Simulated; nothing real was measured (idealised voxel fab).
Process module name: voxel self aligned contacts
Section cut is 195 nm wide and gridded with 5 nm square cells.
A cross-section in this document is a grid of square cells, and it is written down as bands, the top band listed before the ones below it; a band is made up of one or more rows of cells.
Each band's line starts with the height of the band's top and of its bottom, in nm. Then come its materials from left to right, each with its width in nm. One material with "throughout" fills the band from edge to edge. "air" is empty space.
The level at which height equals 0 is the one under which the wafer, as it arrives, is entirely one material. No lower edge exists for the bottom band, which continues downward and is notated as in "0..down".
So if you see something like "30..40" for the width, read it as the top row of the band sitting at the first number and the bottom row at the second, with every row in between moving by the same amount as the last.
It should be understood that the words "stayed the same", when stated for a given step, signify that the cross-section underwent no change in any of its cells during that step.
The entry "Voids, enclosed" lists the empty spaces that cover at least 8 cells and have no open path to the top. Each is written as width x height at distance, where the distance is measured from the left edge and all three values are in nm.
Post-settings text on a step line: simulator's own remark regarding the step.
On any step carrying a mask, the "overlay nm" setting, if present on the step's line, tells how far right of its planned place the mask lay; negative values point to the left.
-- Below is the list of planned process steps
| 1 | op RECEIVE | material Si |
| 2 | op OXIDIZE | depth nm 5 |
| 3 | op DIRECTIONAL_DEP | material polySi | thk nm 20 |
| 4 | op DIRECTIONAL_DEP | material SiN | thk nm 25 |
| 5 | op MASKED_ETCH | tone cover | mask id GATE | width nm 30 | pitch nm 70 | etch materials SiN | depth nm 25 | overlay nm 0 |
| 6 | op MASKED_ETCH | tone cover | mask id GATE | width nm 30 | pitch nm 70 | etch materials polySi | depth nm 20 | overlay nm 0 |
| 7 | op CONFORMAL_DEP | material SiN | thk nm 10 |
| 8 | op DIRECTIONAL_ETCH | etch materials SiN | depth nm 10 |
| 9 | op FILL_DEP | material SiO2 | thk nm 15 |
| 10 | op CMP | height nm 50 |
| 11 | op DIRECTIONAL_DEP | material aC | thk nm 15 |
| 12 | op PATTERN | tone open | mask id CONTACT | material resist | width nm 50 | thk nm 35 | overlay nm 0 |
| 13 | op DIRECTIONAL_ETCH | etch materials aC | depth nm 15 |
| 14 | op STRIP | etch materials resist |
| 15 | op DIRECTIONAL_ETCH | etch materials SiO2 | depth nm 55 |
| 16 | op STRIP | etch materials aC |
| 17 | op CONFORMAL_DEP | material TiN | thk nm 5 |
| 18 | op FILL_DEP | material Ru | thk nm 10 |
| 19 | op CMP | height nm 50 |
| 20 | op CONFORMAL_DEP | material SiCN | thk nm 5 |
-- Wafer, first of two, run as planned
-- Incoming wafer, cross-sectional view, post step 1
> 0..down  Si throughout
> Voids, enclosed: none
-- The wafer in cross-section once step 2 is complete
> 0..-5  SiO2 throughout
> below -5: unchanged
-- The wafer in cross-section once step 3 is complete
> 20..0  polySi throughout
> below 0: unchanged
-- The wafer in cross-section once step 4 is complete
> 45..20  SiN throughout
> below 20: unchanged
-- The wafer in cross-section once step 5 is complete
> 45..20  45 air, 30 SiN, 40 air, 30 SiN, 50 air
> below 20: unchanged
-- The wafer in cross-section once step 6 is complete
> 45..20  45 air, 30 SiN, 40 air, 30 SiN, 50 air
> 20..0  45 air, 30 polySi, 40 air, 30 polySi, 50 air
> below 0: unchanged
-- The wafer in cross-section once step 7 is complete
> 55..20  35 air, 50 SiN, 20 air, 50 SiN, 40 air
> 20..10  35 air, 10 SiN, 30 polySi, 10 SiN, 20 air, 10 SiN, 30 polySi, 10 SiN, 40 air
> 10..0  45 SiN, 30 polySi, 40 SiN, 30 polySi, 50 SiN
> below 0: unchanged
-- The wafer in cross-section once step 8 is complete
> 45..20  35 air, 50 SiN, 20 air, 50 SiN, 40 air
> 20..0  35 air, 10 SiN, 30 polySi, 10 SiN, 20 air, 10 SiN, 30 polySi, 10 SiN, 40 air
> below 0: unchanged
-- The wafer in cross-section once step 9 is complete
> 60..45  SiO2 throughout
> 45..20  35 SiO2, 50 SiN, 20 SiO2, 50 SiN, 40 SiO2
> 20..0  35 SiO2, 10 SiN, 30 polySi, 10 SiN, 20 SiO2, 10 SiN, 30 polySi, 10 SiN, 40 SiO2
> below 0: unchanged
-- The wafer in cross-section once step 10 is complete
> 50..45  SiO2 throughout
> below 45: unchanged
-- The wafer in cross-section once step 11 is complete
> 65..50  aC throughout
> below 50: unchanged
-- The wafer in cross-section once step 12 is complete
> 100..65  70 resist, 50 air, 75 resist
> below 65: unchanged
-- The wafer in cross-section once step 13 is complete
> 85..65  70 resist, 50 air, 75 resist
> 65..50  70 aC, 50 air, 75 aC
> below 50: unchanged
-- The wafer in cross-section once step 14 is complete
> 65..50  70 aC, 50 air, 75 aC
> below 50: unchanged
-- The wafer in cross-section once step 15 is complete
> 65..50  70 aC, 50 air, 75 aC
> 50..45  70 SiO2, 50 air, 75 SiO2
> 45..20  35 SiO2, 50 SiN, 20 air, 50 SiN, 40 SiO2
> 20..0  35 SiO2, 10 SiN, 30 polySi, 10 SiN, 20 air, 10 SiN, 30 polySi, 10 SiN, 40 SiO2
> 0..-5  85 SiO2, 20 air, 90 SiO2
> below -5: unchanged
-- The wafer in cross-section once step 16 is complete
> 50..45  70 SiO2, 50 air, 75 SiO2
> below 45: unchanged
-- The wafer in cross-section once step 17 is complete
> 55..50  75 TiN, 40 air, 80 TiN
> 50..45  70 SiO2, 20 TiN, 10 air, 20 TiN, 75 SiO2
> 45..20  35 SiO2, 50 SiN, 5 TiN, 10 air, 5 TiN, 50 SiN, 40 SiO2
> 20..0  35 SiO2, 10 SiN, 30 polySi, 10 SiN, 5 TiN, 10 air, 5 TiN, 10 SiN, 30 polySi, 10 SiN, 40 SiO2
> 0..-5  85 SiO2, 20 TiN, 90 SiO2
> below -5: unchanged
-- The wafer in cross-section once step 18 is complete
> 65..55  Ru throughout
> 55..50  75 TiN, 40 Ru, 80 TiN
> 50..45  70 SiO2, 20 TiN, 10 Ru, 20 TiN, 75 SiO2
> 45..20  35 SiO2, 50 SiN, 5 TiN, 10 Ru, 5 TiN, 50 SiN, 40 SiO2
> 20..0  35 SiO2, 10 SiN, 30 polySi, 10 SiN, 5 TiN, 10 Ru, 5 TiN, 10 SiN, 30 polySi, 10 SiN, 40 SiO2
> below 0: unchanged
-- The wafer in cross-section once step 19 is complete
> 50..45  70 SiO2, 20 TiN, 10 Ru, 20 TiN, 75 SiO2
> below 45: unchanged
-- The wafer in cross-section once step 20 is complete
> 55..50  SiCN throughout
> below 50: unchanged
-- Second wafer: same start and same plan as the first, one execution error; identical to the first through step 2
-- Cross-sectional representation of the second wafer at the time designated in the plan for the completion of step 3
> 40..0  polySi throughout
> below 0: unchanged
-- Cross-sectional representation of the second wafer at the time designated in the plan for the completion of step 4
> 65..40  SiN throughout
> below 40: unchanged
-- Cross-sectional representation of the second wafer at the time designated in the plan for the completion of step 5
> 65..40  45 air, 30 SiN, 40 air, 30 SiN, 50 air
> below 40: unchanged
-- Cross-sectional representation of the second wafer at the time designated in the plan for the completion of step 6
> 65..40  45 air, 30 SiN, 40 air, 30 SiN, 50 air
> 40..20  45 air, 30 polySi, 40 air, 30 polySi, 50 air
> below 20: unchanged
-- Cross-sectional representation of the second wafer at the time designated in the plan for the completion of step 7
> 75..40  35 air, 50 SiN, 20 air, 50 SiN, 40 air
> 40..30  35 air, 10 SiN, 30 polySi, 10 SiN, 20 air, 10 SiN, 30 polySi, 10 SiN, 40 air
> 30..20  45 SiN, 30 polySi, 40 SiN, 30 polySi, 50 SiN
> below 20: unchanged
-- Cross-sectional representation of the second wafer at the time designated in the plan for the completion of step 8
> 65..40  35 air, 50 SiN, 20 air, 50 SiN, 40 air
> 40..20  35 air, 10 SiN, 30 polySi, 10 SiN, 20 air, 10 SiN, 30 polySi, 10 SiN, 40 air
> below 20: unchanged
-- Cross-sectional representation of the second wafer at the time designated in the plan for the completion of step 9
> 80..65  SiO2 throughout
> 65..40  35 SiO2, 50 SiN, 20 SiO2, 50 SiN, 40 SiO2
> 40..20  35 SiO2, 10 SiN, 30 polySi, 10 SiN, 20 SiO2, 10 SiN, 30 polySi, 10 SiN, 40 SiO2
> below 20: unchanged
-- Cross-sectional representation of the second wafer at the time designated in the plan for the completion of step 10
> 50..40  35 SiO2, 50 SiN, 20 SiO2, 50 SiN, 40 SiO2
> below 40: unchanged
-- Cross-sectional representation of the second wafer at the time designated in the plan for the completion of step 11
> 65..50  aC throughout
> below 50: unchanged
-- Cross-sectional representation of the second wafer at the time designated in the plan for the completion of step 12
> 100..65  70 resist, 50 air, 75 resist
> below 65: unchanged
-- Cross-sectional representation of the second wafer at the time designated in the plan for the completion of step 13
> 85..65  70 resist, 50 air, 75 resist
> 65..50  70 aC, 50 air, 75 aC
> below 50: unchanged
-- Cross-sectional representation of the second wafer at the time designated in the plan for the completion of step 14
> 65..50  70 aC, 50 air, 75 aC
> below 50: unchanged
-- Cross-sectional representation of the second wafer at the time designated in the plan for the completion of step 15
> 65..50  70 aC, 50 air, 75 aC
> 50..40  35 SiO2, 50 SiN, 20 air, 50 SiN, 40 SiO2
> 40..20  35 SiO2, 10 SiN, 30 polySi, 10 SiN, 20 air, 10 SiN, 30 polySi, 10 SiN, 40 SiO2
> below 20: unchanged
-- Cross-sectional representation of the second wafer at the time designated in the plan for the completion of step 16
> 50..40  35 SiO2, 50 SiN, 20 air, 50 SiN, 40 SiO2
> below 40: unchanged
-- Cross-sectional representation of the second wafer at the time designated in the plan for the completion of step 17
> 55..50  90 TiN, 10 air, 95 TiN
> 50..40  35 SiO2, 50 SiN, 5 TiN, 10 air, 5 TiN, 50 SiN, 40 SiO2
> 40..25  35 SiO2, 10 SiN, 30 polySi, 10 SiN, 5 TiN, 10 air, 5 TiN, 10 SiN, 30 polySi, 10 SiN, 40 SiO2
> 25..20  35 SiO2, 10 SiN, 30 polySi, 10 SiN, 20 TiN, 10 SiN, 30 polySi, 10 SiN, 40 SiO2
> below 20: unchanged
-- Cross-sectional representation of the second wafer at the time designated in the plan for the completion of step 18
> 65..55  Ru throughout
> 55..50  90 TiN, 10 Ru, 95 TiN
> 50..40  35 SiO2, 50 SiN, 5 TiN, 10 Ru, 5 TiN, 50 SiN, 40 SiO2
> 40..25  35 SiO2, 10 SiN, 30 polySi, 10 SiN, 5 TiN, 10 Ru, 5 TiN, 10 SiN, 30 polySi, 10 SiN, 40 SiO2
> below 25: unchanged
-- Cross-sectional representation of the second wafer at the time designated in the plan for the completion of step 19
> 50..40  35 SiO2, 50 SiN, 5 TiN, 10 Ru, 5 TiN, 50 SiN, 40 SiO2
> below 40: unchanged
-- Cross-sectional representation of the second wafer at the time designated in the plan for the completion of step 20
> 55..50  SiCN throughout
> below 50: unchanged
Here's what went sideways: in the plan, step 3 was performed twice
Final cells, second wafer relative to first, materials higher or lower: -10 Ru | -60 SiN | -70 SiO2 | -16 TiN | +156 polySi
